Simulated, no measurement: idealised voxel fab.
Herein follows the process module entitled voxel gate over fins.
The cross-section on display is named cut; it measures 145 nm wide, and its cells are 5 nm squares.
We lay out every cross-section as a grid of square cells and spell it out in bands from the top down, where one band means one or more rows of cells.
Heights first: top, then bottom, in nm. Then materials, left to right, each with a width in nm. "everywhere" on a single material: fills the band edge to edge. "blank": empty space.
We count height from 0. Below that, the starting wafer is all one material. The lowest band never ends at the bottom but goes on down; see "from 0 down" for how that is written.
Top row gets the first number, bottom row gets the second, and each row in between changes by the same step: that is how a band width like "30 to 40" works.
Step marked "changes: none"? Then no cell in the cross-section changed in it.
Enclosed voids (no open way to top), threshold 8 cells or more, entry "Enclosed void list", notation width x height at distance, distance from left edge, nm.
Anything after a step's settings on that line? It's the simulator's own note about the step.
"overlay nm", when on a step's line for a step with a mask, measures how far to the right of its planned place the mask lay; a negative measure means to the left.
Everything after this point is organized in pairs: a cross-section before one process step, a cross-section after it that shows only as deep as the lowest changed band, and, under the pair, the intervening step with its settings. Because different runs of this module on the same starting wafer can supply different pairs, a pair continues from the pair above it only if its entry headed "Prior state" says so.

-- Prior state
    from 0 down  Si everywhere
    Enclosed void list: none

-- Post-Step Geometry
    from 5 to 0  SiN everywhere
    Below 0, no change.
    Enclosed void list: none
Between the two cross-sections shown above, the process step is CONFORMAL_DEP with material SiN, thk nm 5

Prior state: per the after cross-section of the pair just above.

-- Post-Step Geometry
    from 25 to 5  30 nm blank / 15 nm resist / 20 nm blank / 15 nm resist / 20 nm blank / 15 nm resist / 30 nm blank
    Below 5, no change.
    Enclosed void list: none
Between the two cross-sections shown above, the process step is PATTERN with tone cover, mask id FINS, material resist, width nm 15, pitch nm 35, thk nm 20, overlay nm 0

Prior state: per the after cross-section of the pair just above.

-- Post-Step Geometry
    from 25 to 5  30 nm blank / 15 nm resist / 20 nm blank / 15 nm resist / 20 nm blank / 15 nm resist / 30 nm blank
    from 5 to 0  30 nm blank / 15 nm SiN / 20 nm blank / 15 nm SiN / 20 nm blank / 15 nm SiN / 30 nm blank
    Below 0, no change.
    Enclosed void list: none
Between the two cross-sections shown above, the process step is DIRECTIONAL_ETCH with etch materials SiN, depth nm 5

Prior state: per the after cross-section of the pair just above.

-- Post-Step Geometry
    from 25 to 5  30 nm blank / 15 nm resist / 20 nm blank / 15 nm resist / 20 nm blank / 15 nm resist / 30 nm blank
    from 5 to 0  30 nm blank / 15 nm SiN / 20 nm blank / 15 nm SiN / 20 nm blank / 15 nm SiN / 30 nm blank
    from 0 to -30  30 nm blank / 15 nm Si / 20 nm blank / 15 nm Si / 20 nm blank / 15 nm Si / 30 nm blank
    Below -30, no change.
    Enclosed void list: none
Between the two cross-sections shown above, the process step is DIRECTIONAL_ETCH with etch materials Si, depth nm 30

Prior state: per the after cross-section of the pair just above.

-- Post-Step Geometry
    from 5 to 0  30 nm blank / 15 nm SiN / 20 nm blank / 15 nm SiN / 20 nm blank / 15 nm SiN / 30 nm blank
    Below 0, no change.
    Enclosed void list: none
Between the two cross-sections shown above, the process step is STRIP with etch materials resist

Prior state: per the after cross-section of the pair just above.

-- Post-Step Geometry
    from 5 to 0  30 nm blank / 15 nm SiN / 20 nm blank / 15 nm SiN / 20 nm blank / 15 nm SiN / 30 nm blank
    from 0 to -30  30 nm blank / 5 nm SiO2 / 5 nm Si / 5 nm SiO2 / 20 nm blank / 5 nm SiO2 / 5 nm Si / 5 nm SiO2 / 20 nm blank / 5 nm SiO2 / 5 nm Si / 5 nm SiO2 / 30 nm blank
    from -30 to -35  35 nm SiO2 / 5 nm Si / 30 nm SiO2 / 5 nm Si / 30 nm SiO2 / 5 nm Si / 35 nm SiO2
    Below -35, no change.
    Enclosed void list: none
Between the two cross-sections shown above, the process step is OXIDIZE with depth nm 5

Prior state: per the after cross-section of the pair just above.

-- Post-Step Geometry
    from 20 to 5  SiO2 everywhere
    from 5 to 0  30 nm SiO2 / 15 nm SiN / 20 nm SiO2 / 15 nm SiN / 20 nm SiO2 / 15 nm SiN / 30 nm SiO2
    from 0 to -35  35 nm SiO2 / 5 nm Si / 30 nm SiO2 / 5 nm Si / 30 nm SiO2 / 5 nm Si / 35 nm SiO2
    Below -35, no change.
    Enclosed void list: none
Between the two cross-sections shown above, the process step is FILL_DEP with material SiO2, thk nm 15

Prior state: per the after cross-section of the pair just above.

-- Post-Step Geometry
    from 5 to 0  30 nm SiO2 / 15 nm SiN / 20 nm SiO2 / 15 nm SiN / 20 nm SiO2 / 15 nm SiN / 30 nm SiO2
    Below 0, no change.
    Enclosed void list: none
Between the two cross-sections shown above, the process step is CMP with height nm 5

Prior state: per the after cross-section of the pair just above.

-- Post-Step Geometry
    from 5 to 0  30 nm blank / 15 nm SiN / 20 nm blank / 15 nm SiN / 20 nm blank / 15 nm SiN / 30 nm blank
    from 0 to -10  35 nm blank / 5 nm Si / 30 nm blank / 5 nm Si / 30 nm blank / 5 nm Si / 35 nm blank
    Below -10, no change.
    Enclosed void list: none
Between the two cross-sections shown above, the process step is SELECTIVE_ETCH with etch materials SiO2, depth nm 15

Prior state: per the after cross-section of the pair just above.

-- Post-Step Geometry
    from 0 to -10  35 nm blank / 5 nm Si / 30 nm blank / 5 nm Si / 30 nm blank / 5 nm Si / 35 nm blank
    Below -10, no change.
    Enclosed void list: none
Between the two cross-sections shown above, the process step is STRIP with etch materials SiN

Prior state: per the after cross-section of the pair just above.

-- Post-Step Geometry
    from 5 to 0  30 nm blank / 15 nm HfO2 / 20 nm blank / 15 nm HfO2 / 20 nm blank / 15 nm HfO2 / 30 nm blank
    from 0 to -5  30 nm blank / 5 nm HfO2 / 5 nm Si / 5 nm HfO2 / 20 nm blank / 5 nm HfO2 / 5 nm Si / 5 nm HfO2 / 20 nm blank / 5 nm HfO2 / 5 nm Si / 5 nm HfO2 / 30 nm blank
    from -5 to -10  35 nm HfO2 / 5 nm Si / 30 nm HfO2 / 5 nm Si / 30 nm HfO2 / 5 nm Si / 35 nm HfO2
    Below -10, no change.
    Enclosed void list: none
Between the two cross-sections shown above, the process step is CONFORMAL_DEP with material HfO2, thk nm 5

Prior state: per the after cross-section of the pair just above.

-- Post-Step Geometry
    from 10 to 5  25 nm blank / 25 nm TiN / 10 nm blank / 25 nm TiN / 10 nm blank / 25 nm TiN / 25 nm blank
    from 5 to 0  25 nm blank / 5 nm TiN / 15 nm HfO2 / 5 nm TiN / 10 nm blank / 5 nm TiN / 15 nm HfO2 / 5 nm TiN / 10 nm blank / 5 nm TiN / 15 nm HfO2 / 5 nm TiN / 25 nm blank
    from 0 to -5  30 nm TiN / 5 nm HfO2 / 5 nm Si / 5 nm HfO2 / 20 nm TiN / 5 nm HfO2 / 5 nm Si / 5 nm HfO2 / 20 nm TiN / 5 nm HfO2 / 5 nm Si / 5 nm HfO2 / 30 nm TiN
    Below -5, no change.
    Enclosed void list: none
Between the two cross-sections shown above, the process step is CONFORMAL_DEP with material TiN, thk nm 5

Prior state: per the after cross-section of the pair just above.

-- Post-Step Geometry
    from 25 to 10  W everywhere
    from 10 to 5  25 nm W / 25 nm TiN / 10 nm W / 25 nm TiN / 10 nm W / 25 nm TiN / 25 nm W
    from 5 to 0  25 nm W / 5 nm TiN / 15 nm HfO2 / 5 nm TiN / 10 nm W / 5 nm TiN / 15 nm HfO2 / 5 nm TiN / 10 nm W / 5 nm TiN / 15 nm HfO2 / 5 nm TiN / 25 nm W
    Below 0, no change.
    Enclosed void list: none
Between the two cross-sections shown above, the process step is FILL_DEP with material W, thk nm 15

Prior state: per the after cross-section of the pair just above.

-- Post-Step Geometry
    from 20 to 10  W everywhere
    Below 10, no change.
    Enclosed void list: none
Between the two cross-sections shown above, the process step is CMP with height nm 20

Prior state: per the after cross-section of the pair just above.

-- Post-Step Geometry
    from 25 to 20  SiN everywhere
    Below 20, no change.
    Enclosed void list: none
Between the two cross-sections shown above, the process step is CONFORMAL_DEP with material SiN, thk nm 5

-- Prior state
    from 0 to -10  35 nm blank / 5 nm Si / 30 nm blank / 5 nm Si / 30 nm blank / 5 nm Si / 35 nm blank
    from -10 to -35  35 nm SiO2 / 5 nm Si / 30 nm SiO2 / 5 nm Si / 30 nm SiO2 / 5 nm Si / 35 nm SiO2
    from -35 down  Si everywhere
    Enclosed void list: none

-- Post-Step Geometry
    from 5 to 0  30 nm blank / 15 nm TiN / 20 nm blank / 15 nm TiN / 20 nm blank / 15 nm TiN / 30 nm blank
    from 0 to -5  30 nm blank / 5 nm TiN / 5 nm Si / 5 nm TiN / 20 nm blank / 5 nm TiN / 5 nm Si / 5 nm TiN / 20 nm blank / 5 nm TiN / 5 nm Si / 5 nm TiN / 30 nm blank
    from -5 to -10  35 nm TiN / 5 nm Si / 30 nm TiN / 5 nm Si / 30 nm TiN / 5 nm Si / 35 nm TiN
    Below -10, no change.
    Enclosed void list: none
Between the two cross-sections shown above, the process step is CONFORMAL_DEP with material TiN, thk nm 5

Prior state: per the after cross-section of the pair just above.

-- Post-Step Geometry
    from 20 to 5  W everywhere
    from 5 to 0  30 nm W / 15 nm TiN / 20 nm W / 15 nm TiN / 20 nm W / 15 nm TiN / 30 nm W
    from 0 to -5  30 nm W / 5 nm TiN / 5 nm Si / 5 nm TiN / 20 nm W / 5 nm TiN / 5 nm Si / 5 nm TiN / 20 nm W / 5 nm TiN / 5 nm Si / 5 nm TiN / 30 nm W
    Below -5, no change.
    Enclosed void list: none
Between the two cross-sections shown above, the process step is FILL_DEP with material W, thk nm 15

Prior state: per the after cross-section of the pair just above.

-- Post-Step Geometry
    from 25 to 20  SiN everywhere
    Below 20, no change.
    Enclosed void list: none
Between the two cross-sections shown above, the process step is CONFORMAL_DEP with material SiN, thk nm 5

-- Prior state
    from 5 to 0  30 nm blank / 15 nm SiN / 20 nm blank / 15 nm SiN / 20 nm blank / 15 nm SiN / 30 nm blank
    from 0 to -10  35 nm blank / 5 nm Si / 30 nm blank / 5 nm Si / 30 nm blank / 5 nm Si / 35 nm blank
    from -10 to -35  35 nm SiO2 / 5 nm Si / 30 nm SiO2 / 5 nm Si / 30 nm SiO2 / 5 nm Si / 35 nm SiO2
    from -35 down  Si everywhere
    Enclosed void list: none

-- Post-Step Geometry
    from 5 to 0  30 nm blank / 15 nm SiN / 20 nm blank / 15 nm SiN / 20 nm blank / 15 nm SiN / 30 nm blank
    from 0 to -25  35 nm blank / 5 nm Si / 30 nm blank / 5 nm Si / 30 nm blank / 5 nm Si / 35 nm blank
    Below -25, no change.
    Enclosed void list: none
Between the two cross-sections shown above, the process step is SELECTIVE_ETCH with etch materials SiO2, depth nm 15

Prior state: per the after cross-section of the pair just above.

-- Post-Step Geometry
    from 0 to -25  35 nm blank / 5 nm Si / 30 nm blank / 5 nm Si / 30 nm blank / 5 nm Si / 35 nm blank
    Below -25, no change.
    Enclosed void list: none
Between the two cross-sections shown above, the process step is STRIP with etch materials SiN

Prior state: per the after cross-section of the pair just above.

-- Post-Step Geometry
    from 5 to 0  30 nm blank / 15 nm HfO2 / 20 nm blank / 15 nm HfO2 / 20 nm blank / 15 nm HfO2 / 30 nm blank
    from 0 to -20  30 nm blank / 5 nm HfO2 / 5 nm Si / 5 nm HfO2 / 20 nm blank / 5 nm HfO2 / 5 nm Si / 5 nm HfO2 / 20 nm blank / 5 nm HfO2 / 5 nm Si / 5 nm HfO2 / 30 nm blank
    from -20 to -25  35 nm HfO2 / 5 nm Si / 30 nm HfO2 / 5 nm Si / 30 nm HfO2 / 5 nm Si / 35 nm HfO2
    Below -25, no change.
    Enclosed void list: none
Between the two cross-sections shown above, the process step is CONFORMAL_DEP with material HfO2, thk nm 5

Prior state: per the after cross-section of the pair just above.

-- Post-Step Geometry
    from 10 to 5  25 nm blank / 25 nm TiN / 10 nm blank / 25 nm TiN / 10 nm blank / 25 nm TiN / 25 nm blank
    from 5 to 0  25 nm blank / 5 nm TiN / 15 nm HfO2 / 5 nm TiN / 10 nm blank / 5 nm TiN / 15 nm HfO2 / 5 nm TiN / 10 nm blank / 5 nm TiN / 15 nm HfO2 / 5 nm TiN / 25 nm blank
    from 0 to -15  25 nm blank / 5 nm TiN / 5 nm HfO2 / 5 nm Si / 5 nm HfO2 / 5 nm TiN / 10 nm blank / 5 nm TiN / 5 nm HfO2 / 5 nm Si / 5 nm HfO2 / 5 nm TiN / 10 nm blank / 5 nm TiN / 5 nm HfO2 / 5 nm Si / 5 nm HfO2 / 5 nm TiN / 25 nm blank
    from -15 to -20  30 nm TiN / 5 nm HfO2 / 5 nm Si / 5 nm HfO2 / 20 nm TiN / 5 nm HfO2 / 5 nm Si / 5 nm HfO2 / 20 nm TiN / 5 nm HfO2 / 5 nm Si / 5 nm HfO2 / 30 nm TiN
    Below -20, no change.
    Enclosed void list: none
Between the two cross-sections shown above, the process step is CONFORMAL_DEP with material TiN, thk nm 5

Prior state: per the after cross-section of the pair just above.

-- Post-Step Geometry
    from 25 to 10  W everywhere
    from 10 to 5  25 nm W / 25 nm TiN / 10 nm W / 25 nm TiN / 10 nm W / 25 nm TiN / 25 nm W
    from 5 to 0  25 nm W / 5 nm TiN / 15 nm HfO2 / 5 nm TiN / 10 nm W / 5 nm TiN / 15 nm HfO2 / 5 nm TiN / 10 nm W / 5 nm TiN / 15 nm HfO2 / 5 nm TiN / 25 nm W
    from 0 to -15  25 nm W / 5 nm TiN / 5 nm HfO2 / 5 nm Si / 5 nm HfO2 / 5 nm TiN / 10 nm W / 5 nm TiN / 5 nm HfO2 / 5 nm Si / 5 nm HfO2 / 5 nm TiN / 10 nm W / 5 nm TiN / 5 nm HfO2 / 5 nm Si / 5 nm HfO2 / 5 nm TiN / 25 nm W
    Below -15, no change.
    Enclosed void list: none
Between the two cross-sections shown above, the process step is FILL_DEP with material W, thk nm 15

Prior state: per the after cross-section of the pair just above.

-- Post-Step Geometry
    from 20 to 10  W everywhere
    Below 10, no change.
    Enclosed void list: none
Between the two cross-sections shown above, the process step is CMP with height nm 20

Prior state: per the after cross-section of the pair just above.

-- Post-Step Geometry
    from 25 to 20  SiN everywhere
    Below 20, no change.
    Enclosed void list: none
Between the two cross-sections shown above, the process step is CONFORMAL_DEP with material SiN, thk nm 5

-- Prior state
    from 5 to 0  30 nm blank / 15 nm TiN / 20 nm blank / 15 nm TiN / 20 nm blank / 15 nm TiN / 30 nm blank
    from 0 to -5  30 nm blank / 5 nm TiN / 5 nm Si / 5 nm TiN / 20 nm blank / 5 nm TiN / 5 nm Si / 5 nm TiN / 20 nm blank / 5 nm TiN / 5 nm Si / 5 nm TiN / 30 nm blank
    from -5 to -10  35 nm TiN / 5 nm Si / 30 nm TiN / 5 nm Si / 30 nm TiN / 5 nm Si / 35 nm TiN
    from -10 to -35  35 nm SiO2 / 5 nm Si / 30 nm SiO2 / 5 nm Si / 30 nm SiO2 / 5 nm Si / 35 nm SiO2
    from -35 down  Si everywhere
    Enclosed void list: none

-- Post-Step Geometry
    from 10 to 5  25 nm blank / 25 nm HfO2 / 10 nm blank / 25 nm HfO2 / 10 nm blank / 25 nm HfO2 / 25 nm blank
    from 5 to 0  25 nm blank / 5 nm HfO2 / 15 nm TiN / 5 nm HfO2 / 10 nm blank / 5 nm HfO2 / 15 nm TiN / 5 nm HfO2 / 10 nm blank / 5 nm HfO2 / 15 nm TiN / 5 nm HfO2 / 25 nm blank
    from 0 to -5  30 nm HfO2 / 5 nm TiN / 5 nm Si / 5 nm TiN / 20 nm HfO2 / 5 nm TiN / 5 nm Si / 5 nm TiN / 20 nm HfO2 / 5 nm TiN / 5 nm Si / 5 nm TiN / 30 nm HfO2
    Below -5, no change.
    Enclosed void list: none
Between the two cross-sections shown above, the process step is CONFORMAL_DEP with material HfO2, thk nm 5

Prior state: per the after cross-section of the pair just above.

-- Post-Step Geometry
    from 25 to 10  W everywhere
    from 10 to 5  25 nm W / 25 nm HfO2 / 10 nm W / 25 nm HfO2 / 10 nm W / 25 nm HfO2 / 25 nm W
    from 5 to 0  25 nm W / 5 nm HfO2 / 15 nm TiN / 5 nm HfO2 / 10 nm W / 5 nm HfO2 / 15 nm TiN / 5 nm HfO2 / 10 nm W / 5 nm HfO2 / 15 nm TiN / 5 nm HfO2 / 25 nm W
    Below 0, no change.
    Enclosed void list: none
Between the two cross-sections shown above, the process step is FILL_DEP with material W, thk nm 15

Prior state: per the after cross-section of the pair just above.

-- Post-Step Geometry
    from 20 to 10  W everywhere
    Below 10, no change.
    Enclosed void list: none
Between the two cross-sections shown above, the process step is CMP with height nm 20

Prior state: per the after cross-section of the pair just above.

-- Post-Step Geometry
    from 25 to 20  SiN everywhere
    Below 20, no change.
    Enclosed void list: none
Between the two cross-sections shown above, the process step is CONFORMAL_DEP with material SiN, thk nm 5

-- Prior state
    from 5 to 0  30 nm blank / 15 nm HfO2 / 20 nm blank / 15 nm HfO2 / 20 nm blank / 15 nm HfO2 / 30 nm blank
    from 0 to -5  30 nm blank / 5 nm HfO2 / 5 nm Si / 5 nm HfO2 / 20 nm blank / 5 nm HfO2 / 5 nm Si / 5 nm HfO2 / 20 nm blank / 5 nm HfO2 / 5 nm Si / 5 nm HfO2 / 30 nm blank
    from -5 to -10  35 nm HfO2 / 5 nm Si / 30 nm HfO2 / 5 nm Si / 30 nm HfO2 / 5 nm Si / 35 nm HfO2
    from -10 to -35  35 nm SiO2 / 5 nm Si / 30 nm SiO2 / 5 nm Si / 30 nm SiO2 / 5 nm Si / 35 nm SiO2
    from -35 down  Si everywhere
    Enclosed void list: none

-- Post-Step Geometry
    from 20 to 10  15 nm blank / 115 nm TiN / 15 nm blank
    from 10 to 5  TiN everywhere
    from 5 to 0  30 nm TiN / 15 nm HfO2 / 20 nm TiN / 15 nm HfO2 / 20 nm TiN / 15 nm HfO2 / 30 nm TiN
    from 0 to -5  30 nm TiN / 5 nm HfO2 / 5 nm Si / 5 nm HfO2 / 20 nm TiN / 5 nm HfO2 / 5 nm Si / 5 nm HfO2 / 20 nm TiN / 5 nm HfO2 / 5 nm Si / 5 nm HfO2 / 30 nm TiN
    Below -5, no change.
    Enclosed void list: none
Between the two cross-sections shown above, the process step is CONFORMAL_DEP with material TiN, thk nm 15

Prior state: per the after cross-section of the pair just above.

-- Post-Step Geometry
    from 35 to 20  W everywhere
    from 20 to 10  15 nm W / 115 nm TiN / 15 nm W
    Below 10, no change.
    Enclosed void list: none
Between the two cross-sections shown above, the process step is FILL_DEP with material W, thk nm 15

Prior state: per the after cross-section of the pair just above.

-- Post-Step Geometry
    from 20 to 10  15 nm W / 115 nm TiN / 15 nm W
    Below 10, no change.
    Enclosed void list: none
Between the two cross-sections shown above, the process step is CMP with height nm 20

Prior state: per the after cross-section of the pair just above.

-- Post-Step Geometry
    from 25 to 20  SiN everywhere
    Below 20, no change.
    Enclosed void list: none
Between the two cross-sections shown above, the process step is CONFORMAL_DEP with material SiN, thk nm 5

-- Prior state
    from 5 to 0  SiN everywhere
    from 0 down  Si everywhere
    Enclosed void list: none

-- Post-Step Geometry
    from 25 to 5  30 nm blank / 20 nm resist / 15 nm blank / 20 nm resist / 15 nm blank / 20 nm resist / 25 nm blank
    Below 5, no change.
    Enclosed void list: none
Between the two cross-sections shown above, the process step is PATTERN with tone cover, mask id FINS, material resist, width nm 20, pitch nm 35, thk nm 20, overlay nm 0

Prior state: per the after cross-section of the pair just above.

-- Post-Step Geometry
    from 25 to 5  30 nm blank / 20 nm resist / 15 nm blank / 20 nm resist / 15 nm blank / 20 nm resist / 25 nm blank
    from 5 to 0  30 nm blank / 20 nm SiN / 15 nm blank / 20 nm SiN / 15 nm blank / 20 nm SiN / 25 nm blank
    Below 0, no change.
    Enclosed void list: none
Between the two cross-sections shown above, the process step is DIRECTIONAL_ETCH with etch materials SiN, depth nm 5

Prior state: per the after cross-section of the pair just above.

-- Post-Step Geometry
    from 25 to 5  30 nm blank / 20 nm resist / 15 nm blank / 20 nm resist / 15 nm blank / 20 nm resist / 25 nm blank
    from 5 to 0  30 nm blank / 20 nm SiN / 15 nm blank / 20 nm SiN / 15 nm blank / 20 nm SiN / 25 nm blank
    from 0 to -30  30 nm blank / 20 nm Si / 15 nm blank / 20 nm Si / 15 nm blank / 20 nm Si / 25 nm blank
    Below -30, no change.
    Enclosed void list: none
Between the two cross-sections shown above, the process step is DIRECTIONAL_ETCH with etch materials Si, depth nm 30

Prior state: per the after cross-section of the pair just above.

-- Post-Step Geometry
    from 5 to 0  30 nm blank / 20 nm SiN / 15 nm blank / 20 nm SiN / 15 nm blank / 20 nm SiN / 25 nm blank
    Below 0, no change.
    Enclosed void list: none
Between the two cross-sections shown above, the process step is STRIP with etch materials resist

Prior state: per the after cross-section of the pair just above.

-- Post-Step Geometry
    from 5 to 0  30 nm blank / 20 nm SiN / 15 nm blank / 20 nm SiN / 15 nm blank / 20 nm SiN / 25 nm blank
    from 0 to -30  30 nm blank / 5 nm SiO2 / 10 nm Si / 5 nm SiO2 / 15 nm blank / 5 nm SiO2 / 10 nm Si / 5 nm SiO2 / 15 nm blank / 5 nm SiO2 / 10 nm Si / 5 nm SiO2 / 25 nm blank
    from -30 to -35  35 nm SiO2 / 10 nm Si / 25 nm SiO2 / 10 nm Si / 25 nm SiO2 / 10 nm Si / 30 nm SiO2
    Below -35, no change.
    Enclosed void list: none
Between the two cross-sections shown above, the process step is OXIDIZE with depth nm 5

Prior state: per the after cross-section of the pair just above.

-- Post-Step Geometry
    from 20 to 5  SiO2 everywhere
    from 5 to 0  30 nm SiO2 / 20 nm SiN / 15 nm SiO2 / 20 nm SiN / 15 nm SiO2 / 20 nm SiN / 25 nm SiO2
    from 0 to -35  35 nm SiO2 / 10 nm Si / 25 nm SiO2 / 10 nm Si / 25 nm SiO2 / 10 nm Si / 30 nm SiO2
    Below -35, no change.
    Enclosed void list: none
Between the two cross-sections shown above, the process step is FILL_DEP with material SiO2, thk nm 15

Prior state: per the after cross-section of the pair just above.

-- Post-Step Geometry
    from 5 to 0  30 nm SiO2 / 20 nm SiN / 15 nm SiO2 / 20 nm SiN / 15 nm SiO2 / 20 nm SiN / 25 nm SiO2
    Below 0, no change.
    Enclosed void list: none
Between the two cross-sections shown above, the process step is CMP with height nm 5

Prior state: per the after cross-section of the pair just above.

-- Post-Step Geometry
    from 5 to 0  30 nm blank / 20 nm SiN / 15 nm blank / 20 nm SiN / 15 nm blank / 20 nm SiN / 25 nm blank
    from 0 to -10  35 nm blank / 10 nm Si / 25 nm blank / 10 nm Si / 25 nm blank / 10 nm Si / 30 nm blank
    Below -10, no change.
    Enclosed void list: none
Between the two cross-sections shown above, the process step is SELECTIVE_ETCH with etch materials SiO2, depth nm 15

Prior state: per the after cross-section of the pair just above.

-- Post-Step Geometry
    from 0 to -10  35 nm blank / 10 nm Si / 25 nm blank / 10 nm Si / 25 nm blank / 10 nm Si / 30 nm blank
    Below -10, no change.
    Enclosed void list: none
Between the two cross-sections shown above, the process step is STRIP with etch materials SiN

Prior state: per the after cross-section of the pair just above.

-- Post-Step Geometry
    from 5 to 0  30 nm blank / 20 nm HfO2 / 15 nm blank / 20 nm HfO2 / 15 nm blank / 20 nm HfO2 / 25 nm blank
    from 0 to -5  30 nm blank / 5 nm HfO2 / 10 nm Si / 5 nm HfO2 / 15 nm blank / 5 nm HfO2 / 10 nm Si / 5 nm HfO2 / 15 nm blank / 5 nm HfO2 / 10 nm Si / 5 nm HfO2 / 25 nm blank
    from -5 to -10  35 nm HfO2 / 10 nm Si / 25 nm HfO2 / 10 nm Si / 25 nm HfO2 / 10 nm Si / 30 nm HfO2
    Below -10, no change.
    Enclosed void list: none
Between the two cross-sections shown above, the process step is CONFORMAL_DEP with material HfO2, thk nm 5

Prior state: per the after cross-section of the pair just above.

-- Post-Step Geometry
    from 10 to 5  25 nm blank / 30 nm TiN / 5 nm blank / 30 nm TiN / 5 nm blank / 30 nm TiN / 20 nm blank
    from 5 to 0  25 nm blank / 5 nm TiN / 20 nm HfO2 / 5 nm TiN / 5 nm blank / 5 nm TiN / 20 nm HfO2 / 5 nm TiN / 5 nm blank / 5 nm TiN / 20 nm HfO2 / 5 nm TiN / 20 nm blank
    from 0 to -5  30 nm TiN / 5 nm HfO2 / 10 nm Si / 5 nm HfO2 / 15 nm TiN / 5 nm HfO2 / 10 nm Si / 5 nm HfO2 / 15 nm TiN / 5 nm HfO2 / 10 nm Si / 5 nm HfO2 / 25 nm TiN
    Below -5, no change.
    Enclosed void list: none
Between the two cross-sections shown above, the process step is CONFORMAL_DEP with material TiN, thk nm 5

Prior state: per the after cross-section of the pair just above.

-- Post-Step Geometry
    from 25 to 10  W everywhere
    from 10 to 5  25 nm W / 30 nm TiN / 5 nm W / 30 nm TiN / 5 nm W / 30 nm TiN / 20 nm W
    from 5 to 0  25 nm W / 5 nm TiN / 20 nm HfO2 / 5 nm TiN / 5 nm W / 5 nm TiN / 20 nm HfO2 / 5 nm TiN / 5 nm W / 5 nm TiN / 20 nm HfO2 / 5 nm TiN / 20 nm W
    Below 0, no change.
    Enclosed void list: none
Between the two cross-sections shown above, the process step is FILL_DEP with material W, thk nm 15

Prior state: per the after cross-section of the pair just above.

-- Post-Step Geometry
    from 20 to 10  W everywhere
    Below 10, no change.
    Enclosed void list: none
Between the two cross-sections shown above, the process step is CMP with height nm 20

Prior state: per the after cross-section of the pair just above.

-- Post-Step Geometry
    from 25 to 20  SiN everywhere
    Below 20, no change.
    Enclosed void list: none
Between the two cross-sections shown above, the process step is CONFORMAL_DEP with material SiN, thk nm 5

-- Prior state
    from 5 to 0  SiN everywhere
    from 0 down  Si everywhere
    Enclosed void list: none

-- Post-Step Geometry
    from 25 to 5  40 nm blank / 15 nm resist / 20 nm blank / 15 nm resist / 20 nm blank / 15 nm resist / 20 nm blank
    Below 5, no change.
    Enclosed void list: none
Between the two cross-sections shown above, the process step is PATTERN with tone cover, mask id FINS, material resist, width nm 15, pitch nm 35, thk nm 20, overlay nm 10

Prior state: per the after cross-section of the pair just above.

-- Post-Step Geometry
    from 25 to 5  40 nm blank / 15 nm resist / 20 nm blank / 15 nm resist / 20 nm blank / 15 nm resist / 20 nm blank
    from 5 to 0  40 nm blank / 15 nm SiN / 20 nm blank / 15 nm SiN / 20 nm blank / 15 nm SiN / 20 nm blank
    Below 0, no change.
    Enclosed void list: none
Between the two cross-sections shown above, the process step is DIRECTIONAL_ETCH with etch materials SiN, depth nm 5

Prior state: per the after cross-section of the pair just above.

-- Post-Step Geometry
    from 25 to 5  40 nm blank / 15 nm resist / 20 nm blank / 15 nm resist / 20 nm blank / 15 nm resist / 20 nm blank
    from 5 to 0  40 nm blank / 15 nm SiN / 20 nm blank / 15 nm SiN / 20 nm blank / 15 nm SiN / 20 nm blank
    from 0 to -30  40 nm blank / 15 nm Si / 20 nm blank / 15 nm Si / 20 nm blank / 15 nm Si / 20 nm blank
    Below -30, no change.
    Enclosed void list: none
Between the two cross-sections shown above, the process step is DIRECTIONAL_ETCH with etch materials Si, depth nm 30

Prior state: per the after cross-section of the pair just above.

-- Post-Step Geometry
    from 5 to 0  40 nm blank / 15 nm SiN / 20 nm blank / 15 nm SiN / 20 nm blank / 15 nm SiN / 20 nm blank
    Below 0, no change.
    Enclosed void list: none
Between the two cross-sections shown above, the process step is STRIP with etch materials resist

Prior state: per the after cross-section of the pair just above.

-- Post-Step Geometry
    from 5 to 0  40 nm blank / 15 nm SiN / 20 nm blank / 15 nm SiN / 20 nm blank / 15 nm SiN / 20 nm blank
    from 0 to -30  40 nm blank / 5 nm SiO2 / 5 nm Si / 5 nm SiO2 / 20 nm blank / 5 nm SiO2 / 5 nm Si / 5 nm SiO2 / 20 nm blank / 5 nm SiO2 / 5 nm Si / 5 nm SiO2 / 20 nm blank
    from -30 to -35  45 nm SiO2 / 5 nm Si / 30 nm SiO2 / 5 nm Si / 30 nm SiO2 / 5 nm Si / 25 nm SiO2
    Below -35, no change.
    Enclosed void list: none
Between the two cross-sections shown above, the process step is OXIDIZE with depth nm 5

Prior state: per the after cross-section of the pair just above.

-- Post-Step Geometry
    from 20 to 5  SiO2 everywhere
    from 5 to 0  40 nm SiO2 / 15 nm SiN / 20 nm SiO2 / 15 nm SiN / 20 nm SiO2 / 15 nm SiN / 20 nm SiO2
    from 0 to -35  45 nm SiO2 / 5 nm Si / 30 nm SiO2 / 5 nm Si / 30 nm SiO2 / 5 nm Si / 25 nm SiO2
    Below -35, no change.
    Enclosed void list: none
Between the two cross-sections shown above, the process step is FILL_DEP with material SiO2, thk nm 15

Prior state: per the after cross-section of the pair just above.

-- Post-Step Geometry
    from 5 to 0  40 nm SiO2 / 15 nm SiN / 20 nm SiO2 / 15 nm SiN / 20 nm SiO2 / 15 nm SiN / 20 nm SiO2
    Below 0, no change.
    Enclosed void list: none
Between the two cross-sections shown above, the process step is CMP with height nm 5

Prior state: per the after cross-section of the pair just above.

-- Post-Step Geometry
    from 5 to 0  40 nm blank / 15 nm SiN / 20 nm blank / 15 nm SiN / 20 nm blank / 15 nm SiN / 20 nm blank
    from 0 to -10  45 nm blank / 5 nm Si / 30 nm blank / 5 nm Si / 30 nm blank / 5 nm Si / 25 nm blank
    Below -10, no change.
    Enclosed void list: none
Between the two cross-sections shown above, the process step is SELECTIVE_ETCH with etch materials SiO2, depth nm 15

Prior state: per the after cross-section of the pair just above.

-- Post-Step Geometry
    from 0 to -10  45 nm blank / 5 nm Si / 30 nm blank / 5 nm Si / 30 nm blank / 5 nm Si / 25 nm blank
    Below -10, no change.
    Enclosed void list: none
Between the two cross-sections shown above, the process step is STRIP with etch materials SiN

Prior state: per the after cross-section of the pair just above.

-- Post-Step Geometry
    from 5 to 0  40 nm blank / 15 nm HfO2 / 20 nm blank / 15 nm HfO2 / 20 nm blank / 15 nm HfO2 / 20 nm blank
    from 0 to -5  40 nm blank / 5 nm HfO2 / 5 nm Si / 5 nm HfO2 / 20 nm blank / 5 nm HfO2 / 5 nm Si / 5 nm HfO2 / 20 nm blank / 5 nm HfO2 / 5 nm Si / 5 nm HfO2 / 20 nm blank
    from -5 to -10  45 nm HfO2 / 5 nm Si / 30 nm HfO2 / 5 nm Si / 30 nm HfO2 / 5 nm Si / 25 nm HfO2
    Below -10, no change.
    Enclosed void list: none
Between the two cross-sections shown above, the process step is CONFORMAL_DEP with material HfO2, thk nm 5
